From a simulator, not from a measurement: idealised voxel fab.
This section sets out a process module, namely voxel wiring stack.
cross-section cut | 255 nm wide | cells 5 nm
Just so we're on the same page, the cross-sections are grids of square cells, and they're listed out in bands top to bottom, each band one or more rows deep.
Each band's line starts with the height of the band's top and of its bottom, in nm. Then come its materials from left to right, each with its width in nm. One material with "throughout" fills the band from edge to edge. "blank" is empty space.
We count height from 0. Below that, the starting wafer is all one material. The lowest band never ends at the bottom but goes on down; see "0 and below" for how that is written.
Width: "30 to 40" (first number = top row, second number = bottom row, same change from row to row of cells).
A step reported as "nothing different" is a step in which no cell of the cross-section changed.
In "Catalogued sealed voids" the enclosed voids are listed, meaning empty spaces of 8 cells or larger without any opening to the top. The form is width x height at distance, distance from the left edge, units nm.
Past the settings on a step's line: simulator remark, on that step.
overlay nm: for a step with a mask, the amount by which the mask lay right of where it was planned; a negative amount means left of it.
Before/after cross-section pairs, one process step each; after shown to lowest changed band; step and settings beneath. Pairs may be from different runs of this module on the same starting wafer; a pair continues from the one above only where its "Ex-ante state" entry says so.
Ex-ante state:
- 30 down to 0 = SiO2 throughout
- 0 and below = Si throughout
- Catalogued sealed voids: none
Post-Step Geometry:
- 35 down to 30 = TiN throughout
- For the remainder of the cross-section, below 30, there is no change.
- Catalogued sealed voids: none
So what happens between those two cross-sections up there? DIRECTIONAL_DEP,material TiN,thk nm 5
Ex-ante state: as in the pair right above, post-step view.
Post-Step Geometry:
- 50 down to 35 = W throughout
- For the remainder of the cross-section, below 35, there is no change.
- Catalogued sealed voids: none
So what happens between those two cross-sections up there? DIRECTIONAL_DEP,material W,thk nm 15
Ex-ante state: as in the pair right above, post-step view.
Post-Step Geometry:
- 60 down to 50 = aC throughout
- For the remainder of the cross-section, below 50, there is no change.
- Catalogued sealed voids: none
So what happens between those two cross-sections up there? DIRECTIONAL_DEP,material aC,thk nm 10
Ex-ante state: as in the pair right above, post-step view.
Post-Step Geometry:
- 85 down to 60 = 35 of blank; 30 of resist; 20 of blank; 30 of resist; 20 of blank; 30 of resist; 20 of blank; 30 of resist; 40 of blank
- For the remainder of the cross-section, below 60, there is no change.
- Catalogued sealed voids: none
So what happens between those two cross-sections up there? PATTERN,tone cover,mask id METAL_1,material resist,width nm 30,pitch nm 50,thk nm 25,overlay nm 0
Ex-ante state: as in the pair right above, post-step view.
Post-Step Geometry:
- 75 down to 60 = 35 of blank; 30 of resist; 20 of blank; 30 of resist; 20 of blank; 30 of resist; 20 of blank; 30 of resist; 40 of blank
- 60 down to 50 = 35 of blank; 30 of aC; 20 of blank; 30 of aC; 20 of blank; 30 of aC; 20 of blank; 30 of aC; 40 of blank
- For the remainder of the cross-section, below 50, there is no change.
- Catalogued sealed voids: none
So what happens between those two cross-sections up there? DIRECTIONAL_ETCH,etch materials aC,depth nm 10
Ex-ante state: as in the pair right above, post-step view.
Post-Step Geometry:
- 60 down to 50 = 35 of blank; 30 of aC; 20 of blank; 30 of aC; 20 of blank; 30 of aC; 20 of blank; 30 of aC; 40 of blank
- For the remainder of the cross-section, below 50, there is no change.
- Catalogued sealed voids: none
So what happens between those two cross-sections up there? STRIP,etch materials resist
Ex-ante state: as in the pair right above, post-step view.
Post-Step Geometry:
- 60 down to 50 = 35 of blank; 30 of aC; 20 of blank; 30 of aC; 20 of blank; 30 of aC; 20 of blank; 30 of aC; 40 of blank
- 50 down to 35 = 35 of blank; 30 of W; 20 of blank; 30 of W; 20 of blank; 30 of W; 20 of blank; 30 of W; 40 of blank
- For the remainder of the cross-section, below 35, there is no change.
- Catalogued sealed voids: none
So what happens between those two cross-sections up there? DIRECTIONAL_ETCH,etch materials W,depth nm 15
Ex-ante state: as in the pair right above, post-step view.
Post-Step Geometry:
- 60 down to 50 = 35 of blank; 30 of aC; 20 of blank; 30 of aC; 20 of blank; 30 of aC; 20 of blank; 30 of aC; 40 of blank
- 50 down to 35 = 35 of blank; 30 of W; 20 of blank; 30 of W; 20 of blank; 30 of W; 20 of blank; 30 of W; 40 of blank
- 35 down to 30 = 35 of blank; 30 of TiN; 20 of blank; 30 of TiN; 20 of blank; 30 of TiN; 20 of blank; 30 of TiN; 40 of blank
- For the remainder of the cross-section, below 30, there is no change.
- Catalogued sealed voids: none
So what happens between those two cross-sections up there? DIRECTIONAL_ETCH,etch materials TiN,depth nm 5
Ex-ante state: as in the pair right above, post-step view.
Post-Step Geometry:
- 50 down to 35 = 35 of blank; 30 of W; 20 of blank; 30 of W; 20 of blank; 30 of W; 20 of blank; 30 of W; 40 of blank
- For the remainder of the cross-section, below 35, there is no change.
- Catalogued sealed voids: none
So what happens between those two cross-sections up there? STRIP,etch materials aC
Ex-ante state: as in the pair right above, post-step view.
Post-Step Geometry:
- 60 down to 50 = SiO2 throughout
- 50 down to 35 = 35 of SiO2; 30 of W; 20 of SiO2; 30 of W; 20 of SiO2; 30 of W; 20 of SiO2; 30 of W; 40 of SiO2
- 35 down to 30 = 35 of SiO2; 30 of TiN; 20 of SiO2; 30 of TiN; 20 of SiO2; 30 of TiN; 20 of SiO2; 30 of TiN; 40 of SiO2
- For the remainder of the cross-section, below 30, there is no change.
- Catalogued sealed voids: none
So what happens between those two cross-sections up there? FILL_DEP,material SiO2,thk nm 10
Ex-ante state: as in the pair right above, post-step view.
Post-Step Geometry:
- 35 down to 30 = 35 of SiO2; 30 of TiN; 20 of SiO2; 30 of TiN; 20 of SiO2; 30 of TiN; 20 of SiO2; 30 of TiN; 40 of SiO2
- For the remainder of the cross-section, below 30, there is no change.
- Catalogued sealed voids: none
So what happens between those two cross-sections up there? CMP,height nm 35
Ex-ante state: as in the pair right above, post-step view.
Post-Step Geometry:
- 40 down to 35 = SiCN throughout
- For the remainder of the cross-section, below 35, there is no change.
- Catalogued sealed voids: none
So what happens between those two cross-sections up there? CONFORMAL_DEP,material SiCN,thk nm 5
Ex-ante state: as in the pair right above, post-step view.
Post-Step Geometry:
- 50 down to 40 = lowk throughout
- For the remainder of the cross-section, below 40, there is no change.
- Catalogued sealed voids: none
So what happens between those two cross-sections up there? DIRECTIONAL_DEP,material lowk,thk nm 10
Ex-ante state: as in the pair right above, post-step view.
Post-Step Geometry:
- 70 down to 50 = 35 of resist; 15 of blank; 35 of resist; 15 of blank; 35 of resist; 15 of blank; 35 of resist; 15 of blank; 55 of resist
- For the remainder of the cross-section, below 50, there is no change.
- Catalogued sealed voids: none
So what happens between those two cross-sections up there? PATTERN,tone open,mask id PLUG_1,material resist,width nm 15,pitch nm 50,thk nm 20,overlay nm 0
Ex-ante state: as in the pair right above, post-step view.
Post-Step Geometry:
- 70 down to 50 = 35 of resist; 15 of blank; 35 of resist; 15 of blank; 35 of resist; 15 of blank; 35 of resist; 15 of blank; 55 of resist
- 50 down to 40 = 35 of lowk; 15 of blank; 35 of lowk; 15 of blank; 35 of lowk; 15 of blank; 35 of lowk; 15 of blank; 55 of lowk
- For the remainder of the cross-section, below 40, there is no change.
- Catalogued sealed voids: none
So what happens between those two cross-sections up there? DIRECTIONAL_ETCH,etch materials lowk,depth nm 10
Ex-ante state: as in the pair right above, post-step view.
Post-Step Geometry:
- 70 down to 50 = 35 of resist; 15 of blank; 35 of resist; 15 of blank; 35 of resist; 15 of blank; 35 of resist; 15 of blank; 55 of resist
- 50 down to 40 = 35 of lowk; 15 of blank; 35 of lowk; 15 of blank; 35 of lowk; 15 of blank; 35 of lowk; 15 of blank; 55 of lowk
- 40 down to 35 = 35 of SiCN; 15 of blank; 35 of SiCN; 15 of blank; 35 of SiCN; 15 of blank; 35 of SiCN; 15 of blank; 55 of SiCN
- For the remainder of the cross-section, below 35, there is no change.
- Catalogued sealed voids: none
So what happens between those two cross-sections up there? DIRECTIONAL_ETCH,etch materials SiCN,depth nm 5
Ex-ante state: as in the pair right above, post-step view.
Post-Step Geometry:
- 50 down to 40 = 35 of lowk; 15 of blank; 35 of lowk; 15 of blank; 35 of lowk; 15 of blank; 35 of lowk; 15 of blank; 55 of lowk
- For the remainder of the cross-section, below 40, there is no change.
- Catalogued sealed voids: none
So what happens between those two cross-sections up there? STRIP,etch materials resist
Ex-ante state: as in the pair right above, post-step view.
Post-Step Geometry:
- 55 down to 50 = 40 of TiN; 5 of blank; 45 of TiN; 5 of blank; 45 of TiN; 5 of blank; 45 of TiN; 5 of blank; 60 of TiN
- 50 down to 40 = 35 of lowk; 5 of TiN; 5 of blank; 5 of TiN; 35 of lowk; 5 of TiN; 5 of blank; 5 of TiN; 35 of lowk; 5 of TiN; 5 of blank; 5 of TiN; 35 of lowk; 5 of TiN; 5 of blank; 5 of TiN; 55 of lowk
- 40 down to 35 = 35 of SiCN; 15 of TiN; 35 of SiCN; 15 of TiN; 35 of SiCN; 15 of TiN; 35 of SiCN; 15 of TiN; 55 of SiCN
- For the remainder of the cross-section, below 35, there is no change.
- Catalogued sealed voids: none
So what happens between those two cross-sections up there? CONFORMAL_DEP,material TiN,thk nm 5
Ex-ante state: as in the pair right above, post-step view.
Post-Step Geometry:
- 60 down to 55 = Ru throughout
- 55 down to 50 = 40 of TiN; 5 of Ru; 45 of TiN; 5 of Ru; 45 of TiN; 5 of Ru; 45 of TiN; 5 of Ru; 60 of TiN
- 50 down to 40 = 35 of lowk; 5 of TiN; 5 of Ru; 5 of TiN; 35 of lowk; 5 of TiN; 5 of Ru; 5 of TiN; 35 of lowk; 5 of TiN; 5 of Ru; 5 of TiN; 35 of lowk; 5 of TiN; 5 of Ru; 5 of TiN; 55 of lowk
- For the remainder of the cross-section, below 40, there is no change.
- Catalogued sealed voids: none
So what happens between those two cross-sections up there? FILL_DEP,material Ru,thk nm 5
Ex-ante state: as in the pair right above, post-step view.
Post-Step Geometry:
- 50 down to 40 = 35 of lowk; 5 of TiN; 5 of Ru; 5 of TiN; 35 of lowk; 5 of TiN; 5 of Ru; 5 of TiN; 35 of lowk; 5 of TiN; 5 of Ru; 5 of TiN; 35 of lowk; 5 of TiN; 5 of Ru; 5 of TiN; 55 of lowk
- For the remainder of the cross-section, below 40, there is no change.
- Catalogued sealed voids: none
So what happens between those two cross-sections up there? CMP,height nm 50
Ex-ante state: as in the pair right above, post-step view.
Post-Step Geometry:
- 55 down to 50 = TiN throughout
- For the remainder of the cross-section, below 50, there is no change.
- Catalogued sealed voids: none
So what happens between those two cross-sections up there? DIRECTIONAL_DEP,material TiN,thk nm 5
Ex-ante state: as in the pair right above, post-step view.
Post-Step Geometry:
- 70 down to 55 = Ru throughout
- For the remainder of the cross-section, below 55, there is no change.
- Catalogued sealed voids: none
So what happens between those two cross-sections up there? DIRECTIONAL_DEP,material Ru,thk nm 15
Ex-ante state: as in the pair right above, post-step view.
Post-Step Geometry:
- 80 down to 70 = aC throughout
- For the remainder of the cross-section, below 70, there is no change.
- Catalogued sealed voids: none
So what happens between those two cross-sections up there? DIRECTIONAL_DEP,material aC,thk nm 10
Ex-ante state: as in the pair right above, post-step view.
Post-Step Geometry:
- 105 down to 80 = 35 of blank; 30 of resist; 20 of blank; 30 of resist; 20 of blank; 30 of resist; 20 of blank; 30 of resist; 40 of blank
- For the remainder of the cross-section, below 80, there is no change.
- Catalogued sealed voids: none
So what happens between those two cross-sections up there? PATTERN,tone cover,mask id METAL_2,material resist,width nm 30,pitch nm 50,thk nm 25,overlay nm 0
Ex-ante state: as in the pair right above, post-step view.
Post-Step Geometry:
- 95 down to 80 = 35 of blank; 30 of resist; 20 of blank; 30 of resist; 20 of blank; 30 of resist; 20 of blank; 30 of resist; 40 of blank
- 80 down to 70 = 35 of blank; 30 of aC; 20 of blank; 30 of aC; 20 of blank; 30 of aC; 20 of blank; 30 of aC; 40 of blank
- For the remainder of the cross-section, below 70, there is no change.
- Catalogued sealed voids: none
So what happens between those two cross-sections up there? DIRECTIONAL_ETCH,etch materials aC,depth nm 10
Ex-ante state: as in the pair right above, post-step view.
Post-Step Geometry:
- 80 down to 70 = 35 of blank; 30 of aC; 20 of blank; 30 of aC; 20 of blank; 30 of aC; 20 of blank; 30 of aC; 40 of blank
- For the remainder of the cross-section, below 70, there is no change.
- Catalogued sealed voids: none
So what happens between those two cross-sections up there? STRIP,etch materials resist
Ex-ante state: as in the pair right above, post-step view.
Post-Step Geometry:
- 80 down to 70 = 35 of blank; 30 of aC; 20 of blank; 30 of aC; 20 of blank; 30 of aC; 20 of blank; 30 of aC; 40 of blank
- 70 down to 55 = 35 of blank; 30 of Ru; 20 of blank; 30 of Ru; 20 of blank; 30 of Ru; 20 of blank; 30 of Ru; 40 of blank
- For the remainder of the cross-section, below 55, there is no change.
- Catalogued sealed voids: none
So what happens between those two cross-sections up there? DIRECTIONAL_ETCH,etch materials Ru,depth nm 15
Ex-ante state: as in the pair right above, post-step view.
Post-Step Geometry:
- 80 down to 70 = 35 of blank; 30 of aC; 20 of blank; 30 of aC; 20 of blank; 30 of aC; 20 of blank; 30 of aC; 40 of blank
- 70 down to 55 = 35 of blank; 30 of Ru; 20 of blank; 30 of Ru; 20 of blank; 30 of Ru; 20 of blank; 30 of Ru; 40 of blank
- 55 down to 50 = 35 of blank; 30 of TiN; 20 of blank; 30 of TiN; 20 of blank; 30 of TiN; 20 of blank; 30 of TiN; 40 of blank
- For the remainder of the cross-section, below 50, there is no change.
- Catalogued sealed voids: none
So what happens between those two cross-sections up there? DIRECTIONAL_ETCH,etch materials TiN,depth nm 5
Ex-ante state: as in the pair right above, post-step view.
Post-Step Geometry:
- 70 down to 55 = 35 of blank; 30 of Ru; 20 of blank; 30 of Ru; 20 of blank; 30 of Ru; 20 of blank; 30 of Ru; 40 of blank
- For the remainder of the cross-section, below 55, there is no change.
- Catalogued sealed voids: none
So what happens between those two cross-sections up there? STRIP,etch materials aC
Ex-ante state: as in the pair right above, post-step view.
Post-Step Geometry:
- 75 down to 70 = 30 of blank; 40 of SiCN; 10 of blank; 40 of SiCN; 10 of blank; 40 of SiCN; 10 of blank; 40 of SiCN; 35 of blank
- 70 down to 55 = 30 of blank; 5 of SiCN; 30 of Ru; 5 of SiCN; 10 of blank; 5 of SiCN; 30 of Ru; 5 of SiCN; 10 of blank; 5 of SiCN; 30 of Ru; 5 of SiCN; 10 of blank; 5 of SiCN; 30 of Ru; 5 of SiCN; 35 of blank
- 55 down to 50 = 35 of SiCN; 30 of TiN; 20 of SiCN; 30 of TiN; 20 of SiCN; 30 of TiN; 20 of SiCN; 30 of TiN; 40 of SiCN
- For the remainder of the cross-section, below 50, there is no change.
- Catalogued sealed voids: none
So what happens between those two cross-sections up there? CONFORMAL_DEP,material SiCN,thk nm 5
Ex-ante state: as in the pair right above, post-step view.
Post-Step Geometry:
- 85 down to 75 = lowk throughout
- 75 down to 70 = 30 of lowk; 40 of SiCN; 10 of lowk; 40 of SiCN; 10 of lowk; 40 of SiCN; 10 of lowk; 40 of SiCN; 35 of lowk
- 70 down to 55 = 30 of lowk; 5 of SiCN; 30 of Ru; 5 of SiCN; 10 of lowk; 5 of SiCN; 30 of Ru; 5 of SiCN; 10 of lowk; 5 of SiCN; 30 of Ru; 5 of SiCN; 10 of lowk; 5 of SiCN; 30 of Ru; 5 of SiCN; 35 of lowk
- For the remainder of the cross-section, below 55, there is no change.
- Catalogued sealed voids: none
So what happens between those two cross-sections up there? FILL_DEP,material lowk,thk nm 10
Ex-ante state: as in the pair right above, post-step view.
Post-Step Geometry:
- 70 down to 55 = 30 of lowk; 5 of SiCN; 30 of Ru; 5 of SiCN; 10 of lowk; 5 of SiCN; 30 of Ru; 5 of SiCN; 10 of lowk; 5 of SiCN; 30 of Ru; 5 of SiCN; 10 of lowk; 5 of SiCN; 30 of Ru; 5 of SiCN; 35 of lowk
- For the remainder of the cross-section, below 55, there is no change.
- Catalogued sealed voids: none
So what happens between those two cross-sections up there? CMP,height nm 70
Ex-ante state: as in the pair right above, post-step view.
Post-Step Geometry:
- 75 down to 70 = SiCN throughout
- For the remainder of the cross-section, below 70, there is no change.
- Catalogued sealed voids: none
So what happens between those two cross-sections up there? CONFORMAL_DEP,material SiCN,thk nm 5
Ex-ante state:
- 0 and below = Si throughout
- Catalogued sealed voids: none
Post-Step Geometry:
- 5 down to 0 = TiN throughout
- For the remainder of the cross-section, below 0, there is no change.
- Catalogued sealed voids: none
So what happens between those two cross-sections up there? DIRECTIONAL_DEP,material TiN,thk nm 5
Ex-ante state: as in the pair right above, post-step view.
Post-Step Geometry:
- 20 down to 5 = SiO2 throughout
- For the remainder of the cross-section, below 5, there is no change.
- Catalogued sealed voids: none
So what happens between those two cross-sections up there? CONFORMAL_DEP,material SiO2,thk nm 15
Ex-ante state: as in the pair right above, post-step view.
Post-Step Geometry:
- 35 down to 20 = W throughout
- For the remainder of the cross-section, below 20, there is no change.
- Catalogued sealed voids: none
So what happens between those two cross-sections up there? DIRECTIONAL_DEP,material W,thk nm 15
Ex-ante state: as in the pair right above, post-step view.
Post-Step Geometry:
- 45 down to 35 = aC throughout
- For the remainder of the cross-section, below 35, there is no change.
- Catalogued sealed voids: none
So what happens between those two cross-sections up there? DIRECTIONAL_DEP,material aC,thk nm 10
Ex-ante state: as in the pair right above, post-step view.
Post-Step Geometry:
- 70 down to 45 = 35 of blank; 30 of resist; 20 of blank; 30 of resist; 20 of blank; 30 of resist; 20 of blank; 30 of resist; 40 of blank
- For the remainder of the cross-section, below 45, there is no change.
- Catalogued sealed voids: none
So what happens between those two cross-sections up there? PATTERN,tone cover,mask id METAL_1,material resist,width nm 30,pitch nm 50,thk nm 25,overlay nm 0
Ex-ante state: as in the pair right above, post-step view.
Post-Step Geometry:
- 60 down to 45 = 35 of blank; 30 of resist; 20 of blank; 30 of resist; 20 of blank; 30 of resist; 20 of blank; 30 of resist; 40 of blank
- 45 down to 35 = 35 of blank; 30 of aC; 20 of blank; 30 of aC; 20 of blank; 30 of aC; 20 of blank; 30 of aC; 40 of blank
- For the remainder of the cross-section, below 35, there is no change.
- Catalogued sealed voids: none
So what happens between those two cross-sections up there? DIRECTIONAL_ETCH,etch materials aC,depth nm 10
Ex-ante state: as in the pair right above, post-step view.
Post-Step Geometry:
- 45 down to 35 = 35 of blank; 30 of aC; 20 of blank; 30 of aC; 20 of blank; 30 of aC; 20 of blank; 30 of aC; 40 of blank
- For the remainder of the cross-section, below 35, there is no change.
- Catalogued sealed voids: none
So what happens between those two cross-sections up there? STRIP,etch materials resist
Ex-ante state: as in the pair right above, post-step view.
Post-Step Geometry:
- 45 down to 35 = 35 of blank; 30 of aC; 20 of blank; 30 of aC; 20 of blank; 30 of aC; 20 of blank; 30 of aC; 40 of blank
- 35 down to 20 = 35 of blank; 30 of W; 20 of blank; 30 of W; 20 of blank; 30 of W; 20 of blank; 30 of W; 40 of blank
- For the remainder of the cross-section, below 20, there is no change.
- Catalogued sealed voids: none
So what happens between those two cross-sections up there? DIRECTIONAL_ETCH,etch materials W,depth nm 15
Ex-ante state: as in the pair right above, post-step view.
Post-Step Geometry:
- 35 down to 20 = 35 of blank; 30 of W; 20 of blank; 30 of W; 20 of blank; 30 of W; 20 of blank; 30 of W; 40 of blank
- For the remainder of the cross-section, below 20, there is no change.
- Catalogued sealed voids: none
So what happens between those two cross-sections up there? STRIP,etch materials aC
Ex-ante state: as in the pair right above, post-step view.
Post-Step Geometry:
- 45 down to 35 = SiO2 throughout
- 35 down to 20 = 35 of SiO2; 30 of W; 20 of SiO2; 30 of W; 20 of SiO2; 30 of W; 20 of SiO2; 30 of W; 40 of SiO2
- For the remainder of the cross-section, below 20, there is no change.
- Catalogued sealed voids: none
So what happens between those two cross-sections up there? FILL_DEP,material SiO2,thk nm 10
Ex-ante state: as in the pair right above, post-step view.
Post-Step Geometry:
- 35 down to 20 = 35 of SiO2; 30 of W; 20 of SiO2; 30 of W; 20 of SiO2; 30 of W; 20 of SiO2; 30 of W; 40 of SiO2
- For the remainder of the cross-section, below 20, there is no change.
- Catalogued sealed voids: none
So what happens between those two cross-sections up there? CMP,height nm 35
Ex-ante state: as in the pair right above, post-step view.
Post-Step Geometry:
- 40 down to 35 = SiCN throughout
- For the remainder of the cross-section, below 35, there is no change.
- Catalogued sealed voids: none
So what happens between those two cross-sections up there? CONFORMAL_DEP,material SiCN,thk nm 5
Ex-ante state: as in the pair right above, post-step view.
Post-Step Geometry:
- 50 down to 40 = lowk throughout
- For the remainder of the cross-section, below 40, there is no change.
- Catalogued sealed voids: none
So what happens between those two cross-sections up there? DIRECTIONAL_DEP,material lowk,thk nm 10
Ex-ante state: as in the pair right above, post-step view.
Post-Step Geometry:
- 70 down to 50 = 35 of resist; 15 of blank; 35 of resist; 15 of blank; 35 of resist; 15 of blank; 35 of resist; 15 of blank; 55 of resist
- For the remainder of the cross-section, below 50, there is no change.
- Catalogued sealed voids: none
So what happens between those two cross-sections up there? PATTERN,tone open,mask id PLUG_1,material resist,width nm 15,pitch nm 50,thk nm 20,overlay nm 0
Ex-ante state: as in the pair right above, post-step view.
Post-Step Geometry:
- 70 down to 50 = 35 of resist; 15 of blank; 35 of resist; 15 of blank; 35 of resist; 15 of blank; 35 of resist; 15 of blank; 55 of resist
- 50 down to 40 = 35 of lowk; 15 of blank; 35 of lowk; 15 of blank; 35 of lowk; 15 of blank; 35 of lowk; 15 of blank; 55 of lowk
- For the remainder of the cross-section, below 40, there is no change.
- Catalogued sealed voids: none
So what happens between those two cross-sections up there? DIRECTIONAL_ETCH,etch materials lowk,depth nm 10
Ex-ante state: as in the pair right above, post-step view.
Post-Step Geometry:
- 70 down to 50 = 35 of resist; 15 of blank; 35 of resist; 15 of blank; 35 of resist; 15 of blank; 35 of resist; 15 of blank; 55 of resist
- 50 down to 40 = 35 of lowk; 15 of blank; 35 of lowk; 15 of blank; 35 of lowk; 15 of blank; 35 of lowk; 15 of blank; 55 of lowk
- 40 down to 35 = 35 of SiCN; 15 of blank; 35 of SiCN; 15 of blank; 35 of SiCN; 15 of blank; 35 of SiCN; 15 of blank; 55 of SiCN
- For the remainder of the cross-section, below 35, there is no change.
- Catalogued sealed voids: none
So what happens between those two cross-sections up there? DIRECTIONAL_ETCH,etch materials SiCN,depth nm 5
Ex-ante state: as in the pair right above, post-step view.
Post-Step Geometry:
- 50 down to 40 = 35 of lowk; 15 of blank; 35 of lowk; 15 of blank; 35 of lowk; 15 of blank; 35 of lowk; 15 of blank; 55 of lowk
- For the remainder of the cross-section, below 40, there is no change.
- Catalogued sealed voids: none
So what happens between those two cross-sections up there? STRIP,etch materials resist
Ex-ante state: as in the pair right above, post-step view.
Post-Step Geometry:
- 55 down to 50 = 40 of TiN; 5 of blank; 45 of TiN; 5 of blank; 45 of TiN; 5 of blank; 45 of TiN; 5 of blank; 60 of TiN
- 50 down to 40 = 35 of lowk; 5 of TiN; 5 of blank; 5 of TiN; 35 of lowk; 5 of TiN; 5 of blank; 5 of TiN; 35 of lowk; 5 of TiN; 5 of blank; 5 of TiN; 35 of lowk; 5 of TiN; 5 of blank; 5 of TiN; 55 of lowk
- 40 down to 35 = 35 of SiCN; 15 of TiN; 35 of SiCN; 15 of TiN; 35 of SiCN; 15 of TiN; 35 of SiCN; 15 of TiN; 55 of SiCN
- For the remainder of the cross-section, below 35, there is no change.
- Catalogued sealed voids: none
So what happens between those two cross-sections up there? CONFORMAL_DEP,material TiN,thk nm 5
Ex-ante state: as in the pair right above, post-step view.
Post-Step Geometry:
- 60 down to 55 = Ru throughout
- 55 down to 50 = 40 of TiN; 5 of Ru; 45 of TiN; 5 of Ru; 45 of TiN; 5 of Ru; 45 of TiN; 5 of Ru; 60 of TiN
- 50 down to 40 = 35 of lowk; 5 of TiN; 5 of Ru; 5 of TiN; 35 of lowk; 5 of TiN; 5 of Ru; 5 of TiN; 35 of lowk; 5 of TiN; 5 of Ru; 5 of TiN; 35 of lowk; 5 of TiN; 5 of Ru; 5 of TiN; 55 of lowk
- For the remainder of the cross-section, below 40, there is no change.
- Catalogued sealed voids: none
So what happens between those two cross-sections up there? FILL_DEP,material Ru,thk nm 5
Ex-ante state: as in the pair right above, post-step view.
Post-Step Geometry:
- 50 down to 40 = 35 of lowk; 5 of TiN; 5 of Ru; 5 of TiN; 35 of lowk; 5 of TiN; 5 of Ru; 5 of TiN; 35 of lowk; 5 of TiN; 5 of Ru; 5 of TiN; 35 of lowk; 5 of TiN; 5 of Ru; 5 of TiN; 55 of lowk
- For the remainder of the cross-section, below 40, there is no change.
- Catalogued sealed voids: none
So what happens between those two cross-sections up there? CMP,height nm 50
Ex-ante state: as in the pair right above, post-step view.
Post-Step Geometry:
- 55 down to 50 = TiN throughout
- For the remainder of the cross-section, below 50, there is no change.
- Catalogued sealed voids: none
So what happens between those two cross-sections up there? DIRECTIONAL_DEP,material TiN,thk nm 5
Ex-ante state: as in the pair right above, post-step view.
Post-Step Geometry:
- 70 down to 55 = Ru throughout
- For the remainder of the cross-section, below 55, there is no change.
- Catalogued sealed voids: none
So what happens between those two cross-sections up there? DIRECTIONAL_DEP,material Ru,thk nm 15
Ex-ante state: as in the pair right above, post-step view.
Post-Step Geometry:
- 80 down to 70 = aC throughout
- For the remainder of the cross-section, below 70, there is no change.
- Catalogued sealed voids: none
So what happens between those two cross-sections up there? DIRECTIONAL_DEP,material aC,thk nm 10
Ex-ante state: as in the pair right above, post-step view.
Post-Step Geometry:
- 105 down to 80 = 35 of blank; 30 of resist; 20 of blank; 30 of resist; 20 of blank; 30 of resist; 20 of blank; 30 of resist; 40 of blank
- For the remainder of the cross-section, below 80, there is no change.
- Catalogued sealed voids: none
So what happens between those two cross-sections up there? PATTERN,tone cover,mask id METAL_2,material resist,width nm 30,pitch nm 50,thk nm 25,overlay nm 0
Ex-ante state: as in the pair right above, post-step view.
Post-Step Geometry:
- 95 down to 80 = 35 of blank; 30 of resist; 20 of blank; 30 of resist; 20 of blank; 30 of resist; 20 of blank; 30 of resist; 40 of blank
- 80 down to 70 = 35 of blank; 30 of aC; 20 of blank; 30 of aC; 20 of blank; 30 of aC; 20 of blank; 30 of aC; 40 of blank
- For the remainder of the cross-section, below 70, there is no change.
- Catalogued sealed voids: none
So what happens between those two cross-sections up there? DIRECTIONAL_ETCH,etch materials aC,depth nm 10
Ex-ante state: as in the pair right above, post-step view.
Post-Step Geometry:
- 80 down to 70 = 35 of blank; 30 of aC; 20 of blank; 30 of aC; 20 of blank; 30 of aC; 20 of blank; 30 of aC; 40 of blank
- For the remainder of the cross-section, below 70, there is no change.
- Catalogued sealed voids: none
So what happens between those two cross-sections up there? STRIP,etch materials resist
Ex-ante state: as in the pair right above, post-step view.
Post-Step Geometry:
- 80 down to 70 = 35 of blank; 30 of aC; 20 of blank; 30 of aC; 20 of blank; 30 of aC; 20 of blank; 30 of aC; 40 of blank
- 70 down to 55 = 35 of blank; 30 of Ru; 20 of blank; 30 of Ru; 20 of blank; 30 of Ru; 20 of blank; 30 of Ru; 40 of blank
- For the remainder of the cross-section, below 55, there is no change.
- Catalogued sealed voids: none
So what happens between those two cross-sections up there? DIRECTIONAL_ETCH,etch materials Ru,depth nm 15
Ex-ante state: as in the pair right above, post-step view.
Post-Step Geometry:
- 80 down to 70 = 35 of blank; 30 of aC; 20 of blank; 30 of aC; 20 of blank; 30 of aC; 20 of blank; 30 of aC; 40 of blank
- 70 down to 55 = 35 of blank; 30 of Ru; 20 of blank; 30 of Ru; 20 of blank; 30 of Ru; 20 of blank; 30 of Ru; 40 of blank
- 55 down to 50 = 35 of blank; 30 of TiN; 20 of blank; 30 of TiN; 20 of blank; 30 of TiN; 20 of blank; 30 of TiN; 40 of blank
- For the remainder of the cross-section, below 50, there is no change.
- Catalogued sealed voids: none
So what happens between those two cross-sections up there? DIRECTIONAL_ETCH,etch materials TiN,depth nm 5
Ex-ante state: as in the pair right above, post-step view.
Post-Step Geometry:
- 70 down to 55 = 35 of blank; 30 of Ru; 20 of blank; 30 of Ru; 20 of blank; 30 of Ru; 20 of blank; 30 of Ru; 40 of blank
- For the remainder of the cross-section, below 55, there is no change.
- Catalogued sealed voids: none
So what happens between those two cross-sections up there? STRIP,etch materials aC
Ex-ante state: as in the pair right above, post-step view.
Post-Step Geometry:
- 75 down to 70 = 30 of blank; 40 of SiCN; 10 of blank; 40 of SiCN; 10 of blank; 40 of SiCN; 10 of blank; 40 of SiCN; 35 of blank
- 70 down to 55 = 30 of blank; 5 of SiCN; 30 of Ru; 5 of SiCN; 10 of blank; 5 of SiCN; 30 of Ru; 5 of SiCN; 10 of blank; 5 of SiCN; 30 of Ru; 5 of SiCN; 10 of blank; 5 of SiCN; 30 of Ru; 5 of SiCN; 35 of blank
- 55 down to 50 = 35 of SiCN; 30 of TiN; 20 of SiCN; 30 of TiN; 20 of SiCN; 30 of TiN; 20 of SiCN; 30 of TiN; 40 of SiCN
- For the remainder of the cross-section, below 50, there is no change.
- Catalogued sealed voids: none
So what happens between those two cross-sections up there? CONFORMAL_DEP,material SiCN,thk nm 5
Ex-ante state: as in the pair right above, post-step view.
Post-Step Geometry:
- 85 down to 75 = lowk throughout
- 75 down to 70 = 30 of lowk; 40 of SiCN; 10 of lowk; 40 of SiCN; 10 of lowk; 40 of SiCN; 10 of lowk; 40 of SiCN; 35 of lowk
- 70 down to 55 = 30 of lowk; 5 of SiCN; 30 of Ru; 5 of SiCN; 10 of lowk; 5 of SiCN; 30 of Ru; 5 of SiCN; 10 of lowk; 5 of SiCN; 30 of Ru; 5 of SiCN; 10 of lowk; 5 of SiCN; 30 of Ru; 5 of SiCN; 35 of lowk
- For the remainder of the cross-section, below 55, there is no change.
- Catalogued sealed voids: none
So what happens between those two cross-sections up there? FILL_DEP,material lowk,thk nm 10
Ex-ante state: as in the pair right above, post-step view.
Post-Step Geometry:
- 70 down to 55 = 30 of lowk; 5 of SiCN; 30 of Ru; 5 of SiCN; 10 of lowk; 5 of SiCN; 30 of Ru; 5 of SiCN; 10 of lowk; 5 of SiCN; 30 of Ru; 5 of SiCN; 10 of lowk; 5 of SiCN; 30 of Ru; 5 of SiCN; 35 of lowk
- For the remainder of the cross-section, below 55, there is no change.
- Catalogued sealed voids: none
So what happens between those two cross-sections up there? CMP,height nm 70
Ex-ante state: as in the pair right above, post-step view.
Post-Step Geometry:
- 75 down to 70 = SiCN throughout
- For the remainder of the cross-section, below 70, there is no change.
- Catalogued sealed voids: none
So what happens between those two cross-sections up there? CONFORMAL_DEP,material SiCN,thk nm 5
